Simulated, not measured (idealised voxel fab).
process module | voxel capacitor over wiring
For reference, the cross-section in this document is cut, with width 230 nm and square cells of 5 nm.
A cross-section is a grid of square cells, given in bands from the top down. A band is one or more rows of cells. Top height, bottom height, nm. Materials left to right, width each, nm. Single material + "throughout" = fills band edge to edge. "empty" = empty. Where do heights start? At 0: under that level the wafer as delivered is made of one material only. And the lowest band has no floor; it just carries on downward, as in "top 0, no bottom". Width: "30 to 40" (first number = top row, second number = bottom row, same change from row to row of cells). For the purposes of this document, the phrase "no change occurred" attached to a step denotes that no cell within the cross-section was modified by that step. "Enclosed void entries" specifies each empty space that is not open to the top and that occupies no fewer than 8 cells, using the form width x height at distance, the distance measured from the left edge and all three quantities in nm. If you see something after the settings on a step's line, that's the simulator's own remark about that step. overlay nm: on a step with a mask, how far right of its planned place the mask lay; negative means left.

Steps planned for the process
step 1: RECEIVE [material Si]
step 2: CONFORMAL_DEP [material SiO2] [thk nm 10]
step 3: CONFORMAL_DEP [material SiN] [thk nm 5]
step 4: DIRECTIONAL_DEP [material SiO2] [thk nm 25]
step 5: DIRECTIONAL_DEP [material aC] [thk nm 10]
step 6: PATTERN [tone open] [mask id METAL_1] [material resist] [width nm 20] [pitch nm 90] [thk nm 30] [overlay nm 0]
step 7: DIRECTIONAL_ETCH [etch materials aC] [depth nm 10]
step 8: STRIP [etch materials resist]
step 9: DIRECTIONAL_ETCH [etch materials SiO2] [depth nm 25]
step 10: DIRECTIONAL_ETCH [etch materials SiN] [depth nm 5]
step 11: STRIP [etch materials aC]
step 12: CONFORMAL_DEP [material TiN] [thk nm 5]
step 13: FILL_DEP [material Cu] [thk nm 5]
step 14: CMP [height nm 40]
step 15: CONFORMAL_DEP [material SiCN] [thk nm 5]
step 16: DIRECTIONAL_DEP [material lowk] [thk nm 20]
step 17: DIRECTIONAL_DEP [material aC] [thk nm 10]
step 18: PATTERN [tone open] [mask id PLUG_1] [material resist] [width nm 15] [thk nm 25] [overlay nm 0]
step 19: DIRECTIONAL_ETCH [etch materials aC] [depth nm 10]
step 20: STRIP [etch materials resist]
step 21: DIRECTIONAL_ETCH [etch materials lowk] [depth nm 20]
step 22: DIRECTIONAL_ETCH [etch materials SiCN] [depth nm 5]
step 23: STRIP [etch materials aC]
step 24: CONFORMAL_DEP [material TiN] [thk nm 5]
step 25: FILL_DEP [material W] [thk nm 10]
step 26: CMP [height nm 65]
step 27: DIRECTIONAL_DEP [material TiN] [thk nm 10]
step 28: DIRECTIONAL_DEP [material HfO2] [thk nm 5]
step 29: DIRECTIONAL_DEP [material TiN] [thk nm 5]
step 30: DIRECTIONAL_DEP [material aC] [thk nm 15]
step 31: PATTERN [tone cover] [mask id UPPER_PLATE] [material resist] [width nm 75] [thk nm 35] [overlay nm 0]
step 32: DIRECTIONAL_ETCH [etch materials aC] [depth nm 15]
step 33: STRIP [etch materials resist]
step 34: DIRECTIONAL_ETCH [etch materials TiN] [depth nm 5]
step 35: DIRECTIONAL_ETCH [etch materials HfO2] [depth nm 5]
step 36: STRIP [etch materials aC]
step 37: PATTERN [tone cover] [mask id LOWER_PLATE] [material resist] [width nm 85] [thk nm 20] [overlay nm 0]
step 38: DIRECTIONAL_ETCH [etch materials TiN] [depth nm 10]
step 39: STRIP [etch materials resist]
step 40: FILL_DEP [material SiO2] [thk nm 15]
step 41: CMP [height nm 95]
step 42: MASKED_ETCH [tone open] [mask id PLUG_2] [width nm 15] [etch materials SiO2] [depth nm 10] [overlay nm 0]
step 43: CONFORMAL_DEP [material TiN] [thk nm 5]
step 44: FILL_DEP [material W] [thk nm 10]
step 45: CMP [height nm 95]
step 46: CONFORMAL_DEP [material SiN] [thk nm 5]

On the first of the two wafers: run conducted according to plan

As-received wafer cross-section (after step 1)
> top 0, no bottom  Si throughout
> Enclosed void entries: none

Cross-section through the wafer, step 2 finished
> top 10, bottom 0  SiO2 throughout
> At heights below 0, the structure remains unaltered.

Cross-section through the wafer, step 3 finished
> top 15, bottom 10  SiN throughout
> At heights below 10, the structure remains unaltered.

Cross-section through the wafer, step 4 finished
> top 40, bottom 15  SiO2 throughout
> At heights below 15, the structure remains unaltered.

Cross-section through the wafer, step 5 finished
> top 50, bottom 40  aC throughout
> At heights below 40, the structure remains unaltered.

Cross-section through the wafer, step 6 finished
> top 80, bottom 50  60 resist, then 20 empty, then 70 resist, then 20 empty, then 60 resist
> At heights below 50, the structure remains unaltered.

Cross-section through the wafer, step 7 finished
> top 70, bottom 50  60 resist, then 20 empty, then 70 resist, then 20 empty, then 60 resist
> top 50, bottom 40  60 aC, then 20 empty, then 70 aC, then 20 empty, then 60 aC
> At heights below 40, the structure remains unaltered.

Cross-section through the wafer, step 8 finished
> top 50, bottom 40  60 aC, then 20 empty, then 70 aC, then 20 empty, then 60 aC
> At heights below 40, the structure remains unaltered.

Cross-section through the wafer, step 9 finished
> top 50, bottom 40  60 aC, then 20 empty, then 70 aC, then 20 empty, then 60 aC
> top 40, bottom 15  60 SiO2, then 20 empty, then 70 SiO2, then 20 empty, then 60 SiO2
> At heights below 15, the structure remains unaltered.

Cross-section through the wafer, step 10 finished
> top 50, bottom 40  60 aC, then 20 empty, then 70 aC, then 20 empty, then 60 aC
> top 40, bottom 15  60 SiO2, then 20 empty, then 70 SiO2, then 20 empty, then 60 SiO2
> top 15, bottom 10  60 SiN, then 20 empty, then 70 SiN, then 20 empty, then 60 SiN
> At heights below 10, the structure remains unaltered.

Cross-section through the wafer, step 11 finished
> top 40, bottom 15  60 SiO2, then 20 empty, then 70 SiO2, then 20 empty, then 60 SiO2
> At heights below 15, the structure remains unaltered.

Cross-section through the wafer, step 12 finished
> top 45, bottom 40  65 TiN, then 10 empty, then 80 TiN, then 10 empty, then 65 TiN
> top 40, bottom 15  60 SiO2, then 5 TiN, then 10 empty, then 5 TiN, then 70 SiO2, then 5 TiN, then 10 empty, then 5 TiN, then 60 SiO2
> top 15, bottom 10  60 SiN, then 20 TiN, then 70 SiN, then 20 TiN, then 60 SiN
> At heights below 10, the structure remains unaltered.

Cross-section through the wafer, step 13 finished
> top 50, bottom 45  Cu throughout
> top 45, bottom 40  65 TiN, then 10 Cu, then 80 TiN, then 10 Cu, then 65 TiN
> top 40, bottom 15  60 SiO2, then 5 TiN, then 10 Cu, then 5 TiN, then 70 SiO2, then 5 TiN, then 10 Cu, then 5 TiN, then 60 SiO2
> At heights below 15, the structure remains unaltered.

Cross-section through the wafer, step 14 finished
> top 40, bottom 15  60 SiO2, then 5 TiN, then 10 Cu, then 5 TiN, then 70 SiO2, then 5 TiN, then 10 Cu, then 5 TiN, then 60 SiO2
> At heights below 15, the structure remains unaltered.

Cross-section through the wafer, step 15 finished
> top 45, bottom 40  SiCN throughout
> At heights below 40, the structure remains unaltered.

Cross-section through the wafer, step 16 finished
> top 65, bottom 45  lowk throughout
> At heights below 45, the structure remains unaltered.

Cross-section through the wafer, step 17 finished
> top 75, bottom 65  aC throughout
> At heights below 65, the structure remains unaltered.

Cross-section through the wafer, step 18 finished
> top 100, bottom 75  65 resist, then 15 empty, then 150 resist
> At heights below 75, the structure remains unaltered.

Cross-section through the wafer, step 19 finished
> top 90, bottom 75  65 resist, then 15 empty, then 150 resist
> top 75, bottom 65  65 aC, then 15 empty, then 150 aC
> At heights below 65, the structure remains unaltered.

Cross-section through the wafer, step 20 finished
> top 75, bottom 65  65 aC, then 15 empty, then 150 aC
> At heights below 65, the structure remains unaltered.

Cross-section through the wafer, step 21 finished
> top 75, bottom 65  65 aC, then 15 empty, then 150 aC
> top 65, bottom 45  65 lowk, then 15 empty, then 150 lowk
> At heights below 45, the structure remains unaltered.

Cross-section through the wafer, step 22 finished
> top 75, bottom 65  65 aC, then 15 empty, then 150 aC
> top 65, bottom 45  65 lowk, then 15 empty, then 150 lowk
> top 45, bottom 40  65 SiCN, then 15 empty, then 150 SiCN
> At heights below 40, the structure remains unaltered.

Cross-section through the wafer, step 23 finished
> top 65, bottom 45  65 lowk, then 15 empty, then 150 lowk
> At heights below 45, the structure remains unaltered.

Cross-section through the wafer, step 24 finished
> top 70, bottom 65  70 TiN, then 5 empty, then 155 TiN
> top 65, bottom 45  65 lowk, then 5 TiN, then 5 empty, then 5 TiN, then 150 lowk
> top 45, bottom 40  65 SiCN, then 15 TiN, then 150 SiCN
> At heights below 40, the structure remains unaltered.

Cross-section through the wafer, step 25 finished
> top 80, bottom 70  W throughout
> top 70, bottom 65  70 TiN, then 5 W, then 155 TiN
> top 65, bottom 45  65 lowk, then 5 TiN, then 5 W, then 5 TiN, then 150 lowk
> At heights below 45, the structure remains unaltered.

Cross-section through the wafer, step 26 finished
> top 65, bottom 45  65 lowk, then 5 TiN, then 5 W, then 5 TiN, then 150 lowk
> At heights below 45, the structure remains unaltered.

Cross-section through the wafer, step 27 finished
> top 75, bottom 65  TiN throughout
> At heights below 65, the structure remains unaltered.

Cross-section through the wafer, step 28 finished
> top 80, bottom 75  HfO2 throughout
> At heights below 75, the structure remains unaltered.

Cross-section through the wafer, step 29 finished
> top 85, bottom 80  TiN throughout
> At heights below 80, the structure remains unaltered.

Cross-section through the wafer, step 30 finished
> top 100, bottom 85  aC throughout
> At heights below 85, the structure remains unaltered.

Cross-section through the wafer, step 31 finished
> top 135, bottom 100  65 empty, then 75 resist, then 90 empty
> At heights below 100, the structure remains unaltered.

Cross-section through the wafer, step 32 finished
> top 120, bottom 100  65 empty, then 75 resist, then 90 empty
> top 100, bottom 85  65 empty, then 75 aC, then 90 empty
> At heights below 85, the structure remains unaltered.

Cross-section through the wafer, step 33 finished
> top 100, bottom 85  65 empty, then 75 aC, then 90 empty
> At heights below 85, the structure remains unaltered.

Cross-section through the wafer, step 34 finished
> top 100, bottom 85  65 empty, then 75 aC, then 90 empty
> top 85, bottom 80  65 empty, then 75 TiN, then 90 empty
> At heights below 80, the structure remains unaltered.

Cross-section through the wafer, step 35 finished
> top 100, bottom 85  65 empty, then 75 aC, then 90 empty
> top 85, bottom 80  65 empty, then 75 TiN, then 90 empty
> top 80, bottom 75  65 empty, then 75 HfO2, then 90 empty
> At heights below 75, the structure remains unaltered.

Cross-section through the wafer, step 36 finished
> top 85, bottom 80  65 empty, then 75 TiN, then 90 empty
> At heights below 80, the structure remains unaltered.

Cross-section through the wafer, step 37 finished
> top 105, bottom 85  60 empty, then 85 resist, then 85 empty
> top 85, bottom 80  60 empty, then 5 resist, then 75 TiN, then 5 resist, then 85 empty
> top 80, bottom 75  60 empty, then 5 resist, then 75 HfO2, then 5 resist, then 85 empty
> At heights below 75, the structure remains unaltered.

Cross-section through the wafer, step 38 finished
> top 105, bottom 85  60 empty, then 85 resist, then 85 empty
> top 85, bottom 80  60 empty, then 5 resist, then 75 TiN, then 5 resist, then 85 empty
> top 80, bottom 75  60 empty, then 5 resist, then 75 HfO2, then 5 resist, then 85 empty
> top 75, bottom 65  60 empty, then 85 TiN, then 85 empty
> At heights below 65, the structure remains unaltered.

Cross-section through the wafer, step 39 finished
> top 85, bottom 80  65 empty, then 75 TiN, then 90 empty
> top 80, bottom 75  65 empty, then 75 HfO2, then 90 empty
> At heights below 75, the structure remains unaltered.

Cross-section through the wafer, step 40 finished
> top 100, bottom 85  SiO2 throughout
> top 85, bottom 80  65 SiO2, then 75 TiN, then 90 SiO2
> top 80, bottom 75  65 SiO2, then 75 HfO2, then 90 SiO2
> top 75, bottom 65  60 SiO2, then 85 TiN, then 85 SiO2
> At heights below 65, the structure remains unaltered.

Cross-section through the wafer, step 41 finished
> top 95, bottom 85  SiO2 throughout
> At heights below 85, the structure remains unaltered.

Cross-section through the wafer, step 42 finished
> top 95, bottom 85  75 SiO2, then 15 empty, then 140 SiO2
> At heights below 85, the structure remains unaltered.

Cross-section through the wafer, step 43 finished
> top 100, bottom 95  80 TiN, then 5 empty, then 145 TiN
> top 95, bottom 90  75 SiO2, then 5 TiN, then 5 empty, then 5 TiN, then 140 SiO2
> top 90, bottom 80  75 to 65 SiO2, then 15 to 75 TiN, then 140 to 90 SiO2
> At heights below 80, the structure remains unaltered.

Cross-section through the wafer, step 44 finished
> top 110, bottom 100  W throughout
> top 100, bottom 95  80 TiN, then 5 W, then 145 TiN
> top 95, bottom 90  75 SiO2, then 5 TiN, then 5 W, then 5 TiN, then 140 SiO2
> At heights below 90, the structure remains unaltered.

Cross-section through the wafer, step 45 finished
> top 95, bottom 90  75 SiO2, then 5 TiN, then 5 W, then 5 TiN, then 140 SiO2
> At heights below 90, the structure remains unaltered.

Cross-section through the wafer, step 46 finished
> top 100, bottom 95  SiN throughout
> At heights below 95, the structure remains unaltered.

Now the other wafer: same start, same recipe, but we messed up one thing when running it. Up to and including step 14 it's the same as the first one

Second wafer cross-section, taken as of the time the plan sets for step 15 to be done
> top 55, bottom 40  SiCN throughout
> At heights below 40, the structure remains unaltered.

Second wafer cross-section, taken as of the time the plan sets for step 16 to be done
> top 75, bottom 55  lowk throughout
> At heights below 55, the structure remains unaltered.

Second wafer cross-section, taken as of the time the plan sets for step 17 to be done
> top 85, bottom 75  aC throughout
> At heights below 75, the structure remains unaltered.

Second wafer cross-section, taken as of the time the plan sets for step 18 to be done
> top 110, bottom 85  65 resist, then 15 empty, then 150 resist
> At heights below 85, the structure remains unaltered.

Second wafer cross-section, taken as of the time the plan sets for step 19 to be done
> top 100, bottom 85  65 resist, then 15 empty, then 150 resist
> top 85, bottom 75  65 aC, then 15 empty, then 150 aC
> At heights below 75, the structure remains unaltered.

Second wafer cross-section, taken as of the time the plan sets for step 20 to be done
> top 85, bottom 75  65 aC, then 15 empty, then 150 aC
> At heights below 75, the structure remains unaltered.

Second wafer cross-section, taken as of the time the plan sets for step 21 to be done
> top 85, bottom 75  65 aC, then 15 empty, then 150 aC
> top 75, bottom 55  65 lowk, then 15 empty, then 150 lowk
> At heights below 55, the structure remains unaltered.

Second wafer cross-section, taken as of the time the plan sets for step 22 to be done
> top 85, bottom 75  65 aC, then 15 empty, then 150 aC
> top 75, bottom 55  65 lowk, then 15 empty, then 150 lowk
> top 55, bottom 50  65 SiCN, then 15 empty, then 150 SiCN
> At heights below 50, the structure remains unaltered.

Second wafer cross-section, taken as of the time the plan sets for step 23 to be done
> top 75, bottom 55  65 lowk, then 15 empty, then 150 lowk
> At heights below 55, the structure remains unaltered.

Second wafer cross-section, taken as of the time the plan sets for step 24 to be done
> top 80, bottom 75  70 TiN, then 5 empty, then 155 TiN
> top 75, bottom 55  65 lowk, then 5 TiN, then 5 empty, then 5 TiN, then 150 lowk
> top 55, bottom 50  65 SiCN, then 15 TiN, then 150 SiCN
> At heights below 50, the structure remains unaltered.

Second wafer cross-section, taken as of the time the plan sets for step 25 to be done
> top 90, bottom 80  W throughout
> top 80, bottom 75  70 TiN, then 5 W, then 155 TiN
> top 75, bottom 55  65 lowk, then 5 TiN, then 5 W, then 5 TiN, then 150 lowk
> At heights below 55, the structure remains unaltered.

Second wafer cross-section, taken as of the time the plan sets for step 26 to be done
> top 65, bottom 55  65 lowk, then 5 TiN, then 5 W, then 5 TiN, then 150 lowk
> At heights below 55, the structure remains unaltered.

Second wafer cross-section, taken as of the time the plan sets for step 27 to be done
> top 75, bottom 65  TiN throughout
> At heights below 65, the structure remains unaltered.

Second wafer cross-section, taken as of the time the plan sets for step 28 to be done
> top 80, bottom 75  HfO2 throughout
> At heights below 75, the structure remains unaltered.

Second wafer cross-section, taken as of the time the plan sets for step 29 to be done
> top 85, bottom 80  TiN throughout
> At heights below 80, the structure remains unaltered.

Second wafer cross-section, taken as of the time the plan sets for step 30 to be done
> top 100, bottom 85  aC throughout
> At heights below 85, the structure remains unaltered.

Second wafer cross-section, taken as of the time the plan sets for step 31 to be done
> top 135, bottom 100  65 empty, then 75 resist, then 90 empty
> At heights below 100, the structure remains unaltered.

Second wafer cross-section, taken as of the time the plan sets for step 32 to be done
> top 120, bottom 100  65 empty, then 75 resist, then 90 empty
> top 100, bottom 85  65 empty, then 75 aC, then 90 empty
> At heights below 85, the structure remains unaltered.

Second wafer cross-section, taken as of the time the plan sets for step 33 to be done
> top 100, bottom 85  65 empty, then 75 aC, then 90 empty
> At heights below 85, the structure remains unaltered.

Second wafer cross-section, taken as of the time the plan sets for step 34 to be done
> top 100, bottom 85  65 empty, then 75 aC, then 90 empty
> top 85, bottom 80  65 empty, then 75 TiN, then 90 empty
> At heights below 80, the structure remains unaltered.

Second wafer cross-section, taken as of the time the plan sets for step 35 to be done
> top 100, bottom 85  65 empty, then 75 aC, then 90 empty
> top 85, bottom 80  65 empty, then 75 TiN, then 90 empty
> top 80, bottom 75  65 empty, then 75 HfO2, then 90 empty
> At heights below 75, the structure remains unaltered.

Second wafer cross-section, taken as of the time the plan sets for step 36 to be done
> top 85, bottom 80  65 empty, then 75 TiN, then 90 empty
> At heights below 80, the structure remains unaltered.

Second wafer cross-section, taken as of the time the plan sets for step 37 to be done
> top 105, bottom 85  60 empty, then 85 resist, then 85 empty
> top 85, bottom 80  60 empty, then 5 resist, then 75 TiN, then 5 resist, then 85 empty
> top 80, bottom 75  60 empty, then 5 resist, then 75 HfO2, then 5 resist, then 85 empty
> At heights below 75, the structure remains unaltered.

Second wafer cross-section, taken as of the time the plan sets for step 38 to be done
> top 105, bottom 85  60 empty, then 85 resist, then 85 empty
> top 85, bottom 80  60 empty, then 5 resist, then 75 TiN, then 5 resist, then 85 empty
> top 80, bottom 75  60 empty, then 5 resist, then 75 HfO2, then 5 resist, then 85 empty
> top 75, bottom 65  60 empty, then 85 TiN, then 85 empty
> At heights below 65, the structure remains unaltered.

Second wafer cross-section, taken as of the time the plan sets for step 39 to be done
> top 85, bottom 80  65 empty, then 75 TiN, then 90 empty
> top 80, bottom 75  65 empty, then 75 HfO2, then 90 empty
> At heights below 75, the structure remains unaltered.

Second wafer cross-section, taken as of the time the plan sets for step 40 to be done
> top 100, bottom 85  SiO2 throughout
> top 85, bottom 80  65 SiO2, then 75 TiN, then 90 SiO2
> top 80, bottom 75  65 SiO2, then 75 HfO2, then 90 SiO2
> top 75, bottom 65  60 SiO2, then 85 TiN, then 85 SiO2
> At heights below 65, the structure remains unaltered.

Second wafer cross-section, taken as of the time the plan sets for step 41 to be done
> top 95, bottom 85  SiO2 throughout
> At heights below 85, the structure remains unaltered.

Second wafer cross-section, taken as of the time the plan sets for step 42 to be done
> top 95, bottom 85  75 SiO2, then 15 empty, then 140 SiO2
> At heights below 85, the structure remains unaltered.

Second wafer cross-section, taken as of the time the plan sets for step 43 to be done
> top 100, bottom 95  80 TiN, then 5 empty, then 145 TiN
> top 95, bottom 90  75 SiO2, then 5 TiN, then 5 empty, then 5 TiN, then 140 SiO2
> top 90, bottom 80  75 to 65 SiO2, then 15 to 75 TiN, then 140 to 90 SiO2
> At heights below 80, the structure remains unaltered.

Second wafer cross-section, taken as of the time the plan sets for step 44 to be done
> top 110, bottom 100  W throughout
> top 100, bottom 95  80 TiN, then 5 W, then 145 TiN
> top 95, bottom 90  75 SiO2, then 5 TiN, then 5 W, then 5 TiN, then 140 SiO2
> At heights below 90, the structure remains unaltered.

Second wafer cross-section, taken as of the time the plan sets for step 45 to be done
> top 95, bottom 90  75 SiO2, then 5 TiN, then 5 W, then 5 TiN, then 140 SiO2
> At heights below 90, the structure remains unaltered.

Second wafer cross-section, taken as of the time the plan sets for step 46 to be done
> top 100, bottom 95  SiN throughout
> At heights below 95, the structure remains unaltered.
Here's what went sideways: heads up, step 15 didn't go per plan, it actually ran as CONFORMAL_DEP [material SiCN] [thk nm 15]
End of process, cell counts, second wafer against first, materials with more or fewer: SiCN +92, TiN -4, W -2, lowk -86
